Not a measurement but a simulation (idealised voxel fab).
This is a process module. Its name is voxel wiring stack.
Cross-sectional view cut (width: 245 nm; square cell size: 5 nm).
Cross-section, as written here: a square-cell grid given band by band from the top down, where a band holds one or more rows of cells. Look at the band entry: it leads with the top's height and the bottom's height in nm. Then it lists the materials left to right, with a width in nm for each. The word "all across" on a single material says that material fills the band edge to edge. The word "air" is empty space. Heads up on the height convention: 0 is the point under which the incoming wafer is all one material, and the lowest band has no bottom, it just keeps going down, like "from 0 down". The expression "30 to 40" gives the width at the extremes of the band, the first number at its top row of cells and the second at its bottom row, with the width changing by equal amounts from each row to the next in between. You'll sometimes find "nothing got changed" written for a step, and that's the way of saying that nowhere in the cross-section did a cell change during that step. The entry titled "Enclosed cavities" provides the empty spaces that have no open way to the top, restricted to those of 8 cells or more. Each is presented as width x height at distance, the distance being measured from the left edge, with all three in nm. Step line, after settings: the simulator's comment on this step. The optional step-line setting "overlay nm" applies to steps with a mask and quantifies how far to the right of its planned location the mask lay, a negative value indicating leftward placement.

HERE'S WHAT THE PLANNED PROCESS STEPS LOOK LIKE
- 1: RECEIVE,material Si
- 2: CONFORMAL_DEP,material SiO2,thk nm 15
- 3: CONFORMAL_DEP,material SiN,thk nm 5
- 4: DIRECTIONAL_DEP,material SiO2,thk nm 20
- 5: PATTERN,tone open,mask id METAL_1,material resist,width nm 30,pitch nm 50,thk nm 15,overlay nm 0
- 6: DIRECTIONAL_ETCH,etch materials SiO2,depth nm 20
- 7: DIRECTIONAL_ETCH,etch materials SiN,depth nm 5
- 8: STRIP,etch materials resist
- 9: CONFORMAL_DEP,material TiN,thk nm 5
- 10: FILL_DEP,material W,thk nm 10
- 11: CMP,height nm 40
- 12: CONFORMAL_DEP,material SiCN,thk nm 5
- 13: DIRECTIONAL_DEP,material SiO2,thk nm 20
- 14: DIRECTIONAL_DEP,material aC,thk nm 15
- 15: PATTERN,tone open,mask id PLUG_1,material resist,width nm 15,pitch nm 50,thk nm 30,overlay nm 0
- 16: DIRECTIONAL_ETCH,etch materials aC,depth nm 15
- 17: STRIP,etch materials resist
- 18: DIRECTIONAL_ETCH,etch materials SiO2,depth nm 20
- 19: DIRECTIONAL_ETCH,etch materials SiCN,depth nm 5
- 20: STRIP,etch materials aC
- 21: CONFORMAL_DEP,material TiN,thk nm 5
- 22: FILL_DEP,material Cu,thk nm 5
- 23: CMP,height nm 65
- 24: DIRECTIONAL_DEP,material TiN,thk nm 5
- 25: DIRECTIONAL_DEP,material Ru,thk nm 15
- 26: MASKED_ETCH,tone cover,mask id METAL_2,width nm 30,pitch nm 50,etch materials Ru,depth nm 15,overlay nm 0
- 27: MASKED_ETCH,tone cover,mask id METAL_2,width nm 30,pitch nm 50,etch materials TiN,depth nm 5,overlay nm 0
- 28: FILL_DEP,material SiO2,thk nm 10
- 29: CMP,height nm 85
- 30: CONFORMAL_DEP,material SiCN,thk nm 5
- 31: DIRECTIONAL_DEP,material lowk,thk nm 10
- 32: MASKED_ETCH,tone open,mask id PLUG_2,width nm 15,pitch nm 50,etch materials lowk,depth nm 10,overlay nm -15
- 33: MASKED_ETCH,tone open,mask id PLUG_2,width nm 15,pitch nm 50,etch materials SiCN,depth nm 5,overlay nm 0
- 34: EPI,material Ru,thk nm 10
- 35: EPI,material Ru,thk nm 5
- 36: DIRECTIONAL_DEP,material TiN,thk nm 5
- 37: DIRECTIONAL_DEP,material W,thk nm 20
- 38: PATTERN,tone cover,mask id METAL_3,material resist,width nm 30,pitch nm 50,thk nm 15,overlay nm 0
- 39: DIRECTIONAL_ETCH,etch materials W,depth nm 20
- 40: DIRECTIONAL_ETCH,etch materials TiN,depth nm 5
- 41: STRIP,etch materials resist
- 42: CONFORMAL_DEP,material SiCN,thk nm 5
- 43: FILL_DEP,material SiO2,thk nm 5
- 44: CMP,height nm 125
- 45: CONFORMAL_DEP,material SiN,thk nm 5
Wafer-to-wafer difference: overlay nm, step 32. Common start. Plan = first wafer's value.

THE FIRST OF SEVERAL WAFERS IN CROSS-SECTION, EXACTLY AS IT REACHED US AFTER STEP 1
	from 0 down: Si all across
	Enclosed cavities: none

BASICALLY EACH WAFER GETS A LINE IN THE TABLE, SHOWING IT AT THE END OF THE MODULE: MATERIAL BY MATERIAL, THE CELLS IT GAINED (+) OR LOST (-) SINCE WE GOT IT, THEN ITS CLOSED VOIDS
overlay nm -15, +12 Cu, +54 Ru, +156 SiCN, +80 SiN, +661 SiO2, +111 TiN, +120 W, +80 lowk, Enclosed cavities: none
overlay nm -10, +12 Cu, +75 Ru, +141 SiCN, +80 SiN, +655 SiO2, +111 TiN, +120 W, +80 lowk, Enclosed cavities: none
overlay nm -5, +12 Cu, +78 Ru, +138 SiCN, +80 SiN, +655 SiO2, +111 TiN, +120 W, +80 lowk, Enclosed cavities: none
overlay nm 0, +12 Cu, +81 Ru, +135 SiCN, +80 SiN, +655 SiO2, +111 TiN, +120 W, +80 lowk, Enclosed cavities: none
overlay nm 5, +12 Cu, +78 Ru, +138 SiCN, +80 SiN, +655 SiO2, +111 TiN, +120 W, +80 lowk, Enclosed cavities: none
overlay nm 10, +12 Cu, +75 Ru, +141 SiCN, +80 SiN, +655 SiO2, +111 TiN, +120 W, +80 lowk, Enclosed cavities: none
overlay nm 15, +12 Cu, +54 Ru, +153 SiCN, +80 SiN, +664 SiO2, +111 TiN, +120 W, +80 lowk, Enclosed cavities: none
